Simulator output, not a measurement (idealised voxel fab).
process module | voxel transistor to metal
cross-section cut | 210 nm wide | cells 5 nm
A cross-section is a grid of square cells, given in bands from the top down. A band is one or more rows of cells.
Each band's line starts with the height of the band's top and of its bottom, in nm. Then come its materials from left to right, each with its width in nm. One material with "throughout" fills the band from edge to edge. "air" is empty space.
Height 0 is the level under which the wafer as received is all one material. The lowest band goes on downwards, as in "0 down".
A width such as "30 to 40" changes by the same amount from each row of cells to the next, from the band's top row to its bottom row.
"no change" after a step means that no cell of the cross-section changed.
closed voids: empty space of 8 cells or more with no open way to the top, each as width x height at its distance from the left edge, in nm
after a step's settings: what the simulator itself notes on the step
overlay nm, on a step with a mask: how far to the right of its planned place the mask lay; to the left if negative
plan
1 op RECEIVE | material Si
2 op CONFORMAL_DEP | material SiO2 | thk nm 5
3 op CONFORMAL_DEP | material SiN | thk nm 10
4 op MASKED_ETCH | tone cover | mask id ACTIVE | width nm 115 | etch materials SiN | depth nm 10 | overlay nm 0
5 op MASKED_ETCH | tone cover | mask id ACTIVE | width nm 115 | etch materials SiO2 | depth nm 5 | overlay nm 0
6 op MASKED_ETCH | tone cover | mask id ACTIVE | width nm 115 | etch materials Si | depth nm 35 | overlay nm 0
7 op OXIDIZE | depth nm 5
8 op FILL_DEP | material SiO2 | thk nm 15
9 op CMP | height nm 15
10 op SELECTIVE_ETCH | etch materials SiO2 | depth nm 5
11 op STRIP | etch materials SiN
12 op SELECTIVE_ETCH | etch materials SiO2 | depth nm 5
13 op OXIDIZE | depth nm 5
14 op DIRECTIONAL_DEP | material polySi | thk nm 30
15 op DIRECTIONAL_DEP | material SiCN | thk nm 10
16 op PATTERN | tone cover | mask id GATE | material resist | width nm 25 | thk nm 15 | overlay nm 0
17 op DIRECTIONAL_ETCH | etch materials SiCN | depth nm 20
18 op DIRECTIONAL_ETCH | etch materials polySi | depth nm 40
19 op STRIP | etch materials resist
20 op CONFORMAL_DEP | material SiN | thk nm 10
21 op DIRECTIONAL_ETCH | etch materials SiN | depth nm 10
22 op DIRECTIONAL_ETCH | etch materials SiO2 | depth nm 5
23 op EPI | material nSi | thk nm 5
24 op FILL_DEP | material SiO2 | thk nm 5
25 op CMP | height nm 40
26 op DIRECTIONAL_DEP | material SiO2 | thk nm 10
27 op DIRECTIONAL_DEP | material aC | thk nm 10
28 op PATTERN | tone open | mask id CONTACT | material resist | width nm 20 | pitch nm 75 | thk nm 30 | overlay nm 0
29 op DIRECTIONAL_ETCH | etch materials aC | depth nm 10
30 op STRIP | etch materials resist
31 op DIRECTIONAL_ETCH | etch materials SiO2 | depth nm 50
32 op STRIP | etch materials aC
33 op CONFORMAL_DEP | material TiN | thk nm 5
34 op FILL_DEP | material Ru | thk nm 5
35 op CMP | height nm 50
36 op CONFORMAL_DEP | material SiCN | thk nm 5
37 op DIRECTIONAL_DEP | material lowk | thk nm 15
38 op PATTERN | tone open | mask id METAL_1 | material resist | width nm 20 | pitch nm 75 | thk nm 20 | overlay nm 0
39 op DIRECTIONAL_ETCH | etch materials lowk | depth nm 15
40 op DIRECTIONAL_ETCH | etch materials SiCN | depth nm 5
41 op STRIP | etch materials resist
42 op CONFORMAL_DEP | material TiN | thk nm 5
43 op FILL_DEP | material W | thk nm 5
44 op CMP | height nm 70
45 op CONFORMAL_DEP | material SiN | thk nm 5
first wafer, as planned
as received, after step 1
  0 down: Si throughout
  closed voids: none
after step 2
  5 to 0: SiO2 throughout
  below 0: unchanged
after step 3
  15 to 5: SiN throughout
  below 5: unchanged
after step 4
  15 to 5: air 45 | SiN 115 | air 50
  below 5: unchanged
after step 5
  15 to 5: air 45 | SiN 115 | air 50
  5 to 0: air 45 | SiO2 115 | air 50
  below 0: unchanged
after step 6
  15 to 5: air 45 | SiN 115 | air 50
  5 to 0: air 45 | SiO2 115 | air 50
  0 to -35: air 45 | Si 115 | air 50
  below -35: unchanged
after step 7
  15 to 5: air 45 | SiN 115 | air 50
  5 to 0: air 45 | SiO2 115 | air 50
  0 to -35: air 45 | SiO2 5 | Si 105 | SiO2 5 | air 50
  -35 to -40: SiO2 50 | Si 105 | SiO2 55
  below -40: unchanged
after step 8
  30 to 15: SiO2 throughout
  15 to 5: SiO2 45 | SiN 115 | SiO2 50
  5 to 0: SiO2 throughout
  0 to -40: SiO2 50 | Si 105 | SiO2 55
  below -40: unchanged
after step 9
  15 to 5: SiO2 45 | SiN 115 | SiO2 50
  below 5: unchanged
after step 10
  15 to 10: air 45 | SiN 115 | air 50
  below 10: unchanged
after step 11
  10 to 5: SiO2 45 | air 115 | SiO2 50
  below 5: unchanged
after step 12
  5 to 0: SiO2 40 | air 125 | SiO2 45
  below 0: unchanged
after step 13
  5 to 0: SiO2 40 | air 125 | SiO2 45
  0 to -5: SiO2 throughout
  below -5: unchanged
after step 14
  35 to 30: polySi 40 | air 125 | polySi 45
  30 to 5: polySi throughout
  5 to 0: SiO2 40 | polySi 125 | SiO2 45
  below 0: unchanged
after step 15
  45 to 40: SiCN 40 | air 125 | SiCN 45
  40 to 35: SiCN throughout
  35 to 30: polySi 40 | SiCN 125 | polySi 45
  below 30: unchanged
after step 16
  60 to 45: air 90 | resist 25 | air 95
  45 to 40: SiCN 40 | air 50 | resist 25 | air 50 | SiCN 45
  below 40: unchanged
after step 17
  60 to 40: air 90 | resist 25 | air 95
  40 to 35: air 90 | SiCN 25 | air 95
  35 to 30: polySi 40 | air 50 | SiCN 25 | air 50 | polySi 45
  below 30: unchanged
after step 18
  60 to 40: air 90 | resist 25 | air 95
  40 to 30: air 90 | SiCN 25 | air 95
  30 to 5: air 90 | polySi 25 | air 95
  5 to 0: SiO2 40 | air 50 | polySi 25 | air 50 | SiO2 45
  below 0: unchanged
after step 19
  40 to 30: air 90 | SiCN 25 | air 95
  below 30: unchanged
after step 20
  50 to 40: air 80 | SiN 45 | air 85
  40 to 30: air 80 | SiN 10 | SiCN 25 | SiN 10 | air 85
  30 to 15: air 80 | SiN 10 | polySi 25 | SiN 10 | air 85
  15 to 10: SiN 50 | air 30 | SiN 10 | polySi 25 | SiN 10 | air 30 | SiN 55
  10 to 5: SiN 90 | polySi 25 | SiN 95
  5 to 0: SiO2 40 | SiN 50 | polySi 25 | SiN 50 | SiO2 45
  below 0: unchanged
after step 21
  40 to 30: air 80 | SiN 10 | SiCN 25 | SiN 10 | air 85
  30 to 5: air 80 | SiN 10 | polySi 25 | SiN 10 | air 85
  5 to 0: SiO2 40 | SiN 10 | air 30 | SiN 10 | polySi 25 | SiN 10 | air 30 | SiN 10 | SiO2 45
  below 0: unchanged
after step 22
  40 to 30: air 80 | SiN 10 | SiCN 25 | SiN 10 | air 85
  30 to 5: air 80 | SiN 10 | polySi 25 | SiN 10 | air 85
  5 to 0: air 40 | SiN 10 | air 30 | SiN 10 | polySi 25 | SiN 10 | air 30 | SiN 10 | air 45
  0 to -5: SiO2 50 | air 30 | SiO2 45 | air 30 | SiO2 55
  below -5: unchanged
after step 23
  40 to 30: air 80 | SiN 10 | SiCN 25 | SiN 10 | air 85
  30 to 5: air 80 | SiN 10 | polySi 25 | SiN 10 | air 85
  5 to 0: air 40 | SiN 10 | air 30 | SiN 10 | polySi 25 | SiN 10 | air 30 | SiN 10 | air 45
  0 to -5: SiO2 50 | nSi 30 | SiO2 45 | nSi 30 | SiO2 55
  below -5: unchanged
after step 24
  45 to 40: SiO2 throughout
  40 to 30: SiO2 80 | SiN 10 | SiCN 25 | SiN 10 | SiO2 85
  30 to 5: SiO2 80 | SiN 10 | polySi 25 | SiN 10 | SiO2 85
  5 to 0: SiO2 40 | SiN 10 | SiO2 30 | SiN 10 | polySi 25 | SiN 10 | SiO2 30 | SiN 10 | SiO2 45
  below 0: unchanged
after step 25
  40 to 30: SiO2 80 | SiN 10 | SiCN 25 | SiN 10 | SiO2 85
  below 30: unchanged
after step 26
  50 to 40: SiO2 throughout
  below 40: unchanged
after step 27
  60 to 50: aC throughout
  below 50: unchanged
after step 28
  90 to 60: resist 55 | air 20 | resist 55 | air 20 | resist 60
  below 60: unchanged
after step 29
  80 to 60: resist 55 | air 20 | resist 55 | air 20 | resist 60
  60 to 50: aC 55 | air 20 | aC 55 | air 20 | aC 60
  below 50: unchanged
after step 30
  60 to 50: aC 55 | air 20 | aC 55 | air 20 | aC 60
  below 50: unchanged
after step 31
  60 to 50: aC 55 | air 20 | aC 55 | air 20 | aC 60
  50 to 40: SiO2 55 | air 20 | SiO2 55 | air 20 | SiO2 60
  40 to 30: SiO2 55 | air 20 | SiO2 5 | SiN 10 | SiCN 25 | SiN 10 | SiO2 5 | air 20 | SiO2 60
  30 to 5: SiO2 55 | air 20 | SiO2 5 | SiN 10 | polySi 25 | SiN 10 | SiO2 5 | air 20 | SiO2 60
  5 to 0: SiO2 40 | SiN 10 | SiO2 5 | air 20 | SiO2 5 | SiN 10 | polySi 25 | SiN 10 | SiO2 5 | air 20 | SiO2 5 | SiN 10 | SiO2 45
  below 0: unchanged
after step 32
  50 to 40: SiO2 55 | air 20 | SiO2 55 | air 20 | SiO2 60
  below 40: unchanged
after step 33
  55 to 50: TiN 60 | air 10 | TiN 65 | air 10 | TiN 65
  50 to 40: SiO2 55 | TiN 5 | air 10 | TiN 5 | SiO2 55 | TiN 5 | air 10 | TiN 5 | SiO2 60
  40 to 30: SiO2 55 | TiN 5 | air 10 | TiN 5 | SiO2 5 | SiN 10 | SiCN 25 | SiN 10 | SiO2 5 | TiN 5 | air 10 | TiN 5 | SiO2 60
  30 to 5: SiO2 55 | TiN 5 | air 10 | TiN 5 | SiO2 5 | SiN 10 | polySi 25 | SiN 10 | SiO2 5 | TiN 5 | air 10 | TiN 5 | SiO2 60
  5 to 0: SiO2 40 | SiN 10 | SiO2 5 | TiN 20 | SiO2 5 | SiN 10 | polySi 25 | SiN 10 | SiO2 5 | TiN 20 | SiO2 5 | SiN 10 | SiO2 45
  below 0: unchanged
after step 34
  60 to 55: Ru throughout
  55 to 50: TiN 60 | Ru 10 | TiN 65 | Ru 10 | TiN 65
  50 to 40: SiO2 55 | TiN 5 | Ru 10 | TiN 5 | SiO2 55 | TiN 5 | Ru 10 | TiN 5 | SiO2 60
  40 to 30: SiO2 55 | TiN 5 | Ru 10 | TiN 5 | SiO2 5 | SiN 10 | SiCN 25 | SiN 10 | SiO2 5 | TiN 5 | Ru 10 | TiN 5 | SiO2 60
  30 to 5: SiO2 55 | TiN 5 | Ru 10 | TiN 5 | SiO2 5 | SiN 10 | polySi 25 | SiN 10 | SiO2 5 | TiN 5 | Ru 10 | TiN 5 | SiO2 60
  below 5: unchanged
after step 35
  50 to 40: SiO2 55 | TiN 5 | Ru 10 | TiN 5 | SiO2 55 | TiN 5 | Ru 10 | TiN 5 | SiO2 60
  below 40: unchanged
after step 36
  55 to 50: SiCN throughout
  below 50: unchanged
after step 37
  70 to 55: lowk throughout
  below 55: unchanged
after step 38
  90 to 70: resist 55 | air 20 | resist 55 | air 20 | resist 60
  below 70: unchanged
after step 39
  90 to 70: resist 55 | air 20 | resist 55 | air 20 | resist 60
  70 to 55: lowk 55 | air 20 | lowk 55 | air 20 | lowk 60
  below 55: unchanged
after step 40
  90 to 70: resist 55 | air 20 | resist 55 | air 20 | resist 60
  70 to 55: lowk 55 | air 20 | lowk 55 | air 20 | lowk 60
  55 to 50: SiCN 55 | air 20 | SiCN 55 | air 20 | SiCN 60
  below 50: unchanged
after step 41
  70 to 55: lowk 55 | air 20 | lowk 55 | air 20 | lowk 60
  below 55: unchanged
after step 42
  75 to 70: TiN 60 | air 10 | TiN 65 | air 10 | TiN 65
  70 to 55: lowk 55 | TiN 5 | air 10 | TiN 5 | lowk 55 | TiN 5 | air 10 | TiN 5 | lowk 60
  55 to 50: SiCN 55 | TiN 20 | SiCN 55 | TiN 20 | SiCN 60
  below 50: unchanged
after step 43
  80 to 75: W throughout
  75 to 70: TiN 60 | W 10 | TiN 65 | W 10 | TiN 65
  70 to 55: lowk 55 | TiN 5 | W 10 | TiN 5 | lowk 55 | TiN 5 | W 10 | TiN 5 | lowk 60
  below 55: unchanged
after step 44
  70 to 55: lowk 55 | TiN 5 | W 10 | TiN 5 | lowk 55 | TiN 5 | W 10 | TiN 5 | lowk 60
  below 55: unchanged
after step 45
  75 to 70: SiN throughout
  below 70: unchanged
second wafer: like start, like plan, one mistake. Through step 9 it matches the first wafer
when step 10 should have ended
  15 to 5: SiO2 45 | air 115 | SiO2 50
  below 5: unchanged
when step 11 should have ended
  10 to 0: SiO2 40 | air 125 | SiO2 45
  below 0: unchanged
when step 12 should have ended
  5 to 0: SiO2 35 | air 135 | SiO2 40
  0 to -5: SiO2 35 | air 15 | Si 105 | air 15 | SiO2 40
  below -5: unchanged
when step 13 should have ended
  5 to 0: SiO2 35 | air 135 | SiO2 40
  0 to -5: SiO2 35 | air 15 | SiO2 105 | air 15 | SiO2 40
  -5 to -10: SiO2 55 | Si 95 | SiO2 60
  below -10: unchanged
when step 14 should have ended
  35 to 30: polySi 35 | air 135 | polySi 40
  30 to 25: polySi 35 | air 15 | polySi 105 | air 15 | polySi 40
  25 to 5: polySi throughout
  5 to 0: SiO2 35 | polySi 135 | SiO2 40
  0 to -5: SiO2 35 | polySi 15 | SiO2 105 | polySi 15 | SiO2 40
  below -5: unchanged
when step 15 should have ended
  45 to 40: SiCN 35 | air 135 | SiCN 40
  40 to 35: SiCN 35 | air 15 | SiCN 105 | air 15 | SiCN 40
  35 to 30: polySi 35 | SiCN 135 | polySi 40
  30 to 25: polySi 35 | SiCN 15 | polySi 105 | SiCN 15 | polySi 40
  below 25: unchanged
when step 16 should have ended
  60 to 45: air 90 | resist 25 | air 95
  45 to 40: SiCN 35 | air 55 | resist 25 | air 55 | SiCN 40
  below 40: unchanged
when step 17 should have ended
  60 to 40: air 90 | resist 25 | air 95
  40 to 35: air 90 | SiCN 25 | air 95
  35 to 30: polySi 35 | air 55 | SiCN 25 | air 55 | polySi 40
  30 to 25: polySi 35 | air 15 | polySi 105 | air 15 | polySi 40
  below 25: unchanged
when step 18 should have ended
  60 to 40: air 90 | resist 25 | air 95
  40 to 30: air 90 | SiCN 25 | air 95
  30 to 5: air 90 | polySi 25 | air 95
  5 to 0: SiO2 35 | air 55 | polySi 25 | air 55 | SiO2 40
  0 to -5: SiO2 35 | air 15 | SiO2 105 | air 15 | SiO2 40
  below -5: unchanged
when step 19 should have ended
  40 to 30: air 90 | SiCN 25 | air 95
  below 30: unchanged
when step 20 should have ended
  50 to 40: air 80 | SiN 45 | air 85
  40 to 30: air 80 | SiN 10 | SiCN 25 | SiN 10 | air 85
  30 to 15: air 80 | SiN 10 | polySi 25 | SiN 10 | air 85
  15 to 10: SiN 45 | air 35 | SiN 10 | polySi 25 | SiN 10 | air 35 | SiN 50
  10 to 5: SiN 90 | polySi 25 | SiN 95
  5 to 0: SiO2 35 | SiN 55 | polySi 25 | SiN 55 | SiO2 40
  0 to -5: SiO2 35 | SiN 15 | SiO2 105 | SiN 15 | SiO2 40
  below -5: unchanged
when step 21 should have ended
  40 to 30: air 80 | SiN 10 | SiCN 25 | SiN 10 | air 85
  30 to 5: air 80 | SiN 10 | polySi 25 | SiN 10 | air 85
  5 to 0: SiO2 35 | SiN 10 | air 35 | SiN 10 | polySi 25 | SiN 10 | air 35 | SiN 10 | SiO2 40
  below 0: unchanged
when step 22 should have ended
  40 to 30: air 80 | SiN 10 | SiCN 25 | SiN 10 | air 85
  30 to 5: air 80 | SiN 10 | polySi 25 | SiN 10 | air 85
  5 to 0: air 35 | SiN 10 | air 35 | SiN 10 | polySi 25 | SiN 10 | air 35 | SiN 10 | air 40
  0 to -5: SiO2 35 | SiN 15 | air 30 | SiO2 45 | air 30 | SiN 15 | SiO2 40
  below -5: unchanged
when step 23 should have ended
  40 to 30: air 80 | SiN 10 | SiCN 25 | SiN 10 | air 85
  30 to 5: air 80 | SiN 10 | polySi 25 | SiN 10 | air 85
  5 to 0: air 35 | SiN 10 | air 35 | SiN 10 | polySi 25 | SiN 10 | air 35 | SiN 10 | air 40
  0 to -5: SiO2 35 | SiN 15 | nSi 30 | SiO2 45 | nSi 30 | SiN 15 | SiO2 40
  below -5: unchanged
when step 24 should have ended
  45 to 40: SiO2 throughout
  40 to 30: SiO2 80 | SiN 10 | SiCN 25 | SiN 10 | SiO2 85
  30 to 5: SiO2 80 | SiN 10 | polySi 25 | SiN 10 | SiO2 85
  5 to 0: SiO2 35 | SiN 10 | SiO2 35 | SiN 10 | polySi 25 | SiN 10 | SiO2 35 | SiN 10 | SiO2 40
  below 0: unchanged
when step 25 should have ended
  40 to 30: SiO2 80 | SiN 10 | SiCN 25 | SiN 10 | SiO2 85
  below 30: unchanged
when step 26 should have ended
  50 to 40: SiO2 throughout
  below 40: unchanged
when step 27 should have ended
  60 to 50: aC throughout
  below 50: unchanged
when step 28 should have ended
  90 to 60: resist 55 | air 20 | resist 55 | air 20 | resist 60
  below 60: unchanged
when step 29 should have ended
  80 to 60: resist 55 | air 20 | resist 55 | air 20 | resist 60
  60 to 50: aC 55 | air 20 | aC 55 | air 20 | aC 60
  below 50: unchanged
when step 30 should have ended
  60 to 50: aC 55 | air 20 | aC 55 | air 20 | aC 60
  below 50: unchanged
when step 31 should have ended
  60 to 50: aC 55 | air 20 | aC 55 | air 20 | aC 60
  50 to 40: SiO2 55 | air 20 | SiO2 55 | air 20 | SiO2 60
  40 to 30: SiO2 55 | air 20 | SiO2 5 | SiN 10 | SiCN 25 | SiN 10 | SiO2 5 | air 20 | SiO2 60
  30 to 5: SiO2 55 | air 20 | SiO2 5 | SiN 10 | polySi 25 | SiN 10 | SiO2 5 | air 20 | SiO2 60
  5 to 0: SiO2 35 | SiN 10 | SiO2 10 | air 20 | SiO2 5 | SiN 10 | polySi 25 | SiN 10 | SiO2 5 | air 20 | SiO2 10 | SiN 10 | SiO2 40
  below 0: unchanged
when step 32 should have ended
  50 to 40: SiO2 55 | air 20 | SiO2 55 | air 20 | SiO2 60
  below 40: unchanged
when step 33 should have ended
  55 to 50: TiN 60 | air 10 | TiN 65 | air 10 | TiN 65
  50 to 40: SiO2 55 | TiN 5 | air 10 | TiN 5 | SiO2 55 | TiN 5 | air 10 | TiN 5 | SiO2 60
  40 to 30: SiO2 55 | TiN 5 | air 10 | TiN 5 | SiO2 5 | SiN 10 | SiCN 25 | SiN 10 | SiO2 5 | TiN 5 | air 10 | TiN 5 | SiO2 60
  30 to 5: SiO2 55 | TiN 5 | air 10 | TiN 5 | SiO2 5 | SiN 10 | polySi 25 | SiN 10 | SiO2 5 | TiN 5 | air 10 | TiN 5 | SiO2 60
  5 to 0: SiO2 35 | SiN 10 | SiO2 10 | TiN 20 | SiO2 5 | SiN 10 | polySi 25 | SiN 10 | SiO2 5 | TiN 20 | SiO2 10 | SiN 10 | SiO2 40
  below 0: unchanged
when step 34 should have ended
  60 to 55: Ru throughout
  55 to 50: TiN 60 | Ru 10 | TiN 65 | Ru 10 | TiN 65
  50 to 40: SiO2 55 | TiN 5 | Ru 10 | TiN 5 | SiO2 55 | TiN 5 | Ru 10 | TiN 5 | SiO2 60
  40 to 30: SiO2 55 | TiN 5 | Ru 10 | TiN 5 | SiO2 5 | SiN 10 | SiCN 25 | SiN 10 | SiO2 5 | TiN 5 | Ru 10 | TiN 5 | SiO2 60
  30 to 5: SiO2 55 | TiN 5 | Ru 10 | TiN 5 | SiO2 5 | SiN 10 | polySi 25 | SiN 10 | SiO2 5 | TiN 5 | Ru 10 | TiN 5 | SiO2 60
  below 5: unchanged
when step 35 should have ended
  50 to 40: SiO2 55 | TiN 5 | Ru 10 | TiN 5 | SiO2 55 | TiN 5 | Ru 10 | TiN 5 | SiO2 60
  below 40: unchanged
when step 36 should have ended
  55 to 50: SiCN throughout
  below 50: unchanged
when step 37 should have ended
  70 to 55: lowk throughout
  below 55: unchanged
when step 38 should have ended
  90 to 70: resist 55 | air 20 | resist 55 | air 20 | resist 60
  below 70: unchanged
when step 39 should have ended
  90 to 70: resist 55 | air 20 | resist 55 | air 20 | resist 60
  70 to 55: lowk 55 | air 20 | lowk 55 | air 20 | lowk 60
  below 55: unchanged
when step 40 should have ended
  90 to 70: resist 55 | air 20 | resist 55 | air 20 | resist 60
  70 to 55: lowk 55 | air 20 | lowk 55 | air 20 | lowk 60
  55 to 50: SiCN 55 | air 20 | SiCN 55 | air 20 | SiCN 60
  below 50: unchanged
when step 41 should have ended
  70 to 55: lowk 55 | air 20 | lowk 55 | air 20 | lowk 60
  below 55: unchanged
when step 42 should have ended
  75 to 70: TiN 60 | air 10 | TiN 65 | air 10 | TiN 65
  70 to 55: lowk 55 | TiN 5 | air 10 | TiN 5 | lowk 55 | TiN 5 | air 10 | TiN 5 | lowk 60
  55 to 50: SiCN 55 | TiN 20 | SiCN 55 | TiN 20 | SiCN 60
  below 50: unchanged
when step 43 should have ended
  80 to 75: W throughout
  75 to 70: TiN 60 | W 10 | TiN 65 | W 10 | TiN 65
  70 to 55: lowk 55 | TiN 5 | W 10 | TiN 5 | lowk 55 | TiN 5 | W 10 | TiN 5 | lowk 60
  below 55: unchanged
when step 44 should have ended
  70 to 55: lowk 55 | TiN 5 | W 10 | TiN 5 | lowk 55 | TiN 5 | W 10 | TiN 5 | lowk 60
  below 55: unchanged
when step 45 should have ended
  75 to 70: SiN throughout
  below 70: unchanged
what went wrong: steps 10 and 11 were swapped
at the end the second wafer has, in cells: 2 fewer of Si | 6 more of SiN | 4 fewer of SiO2
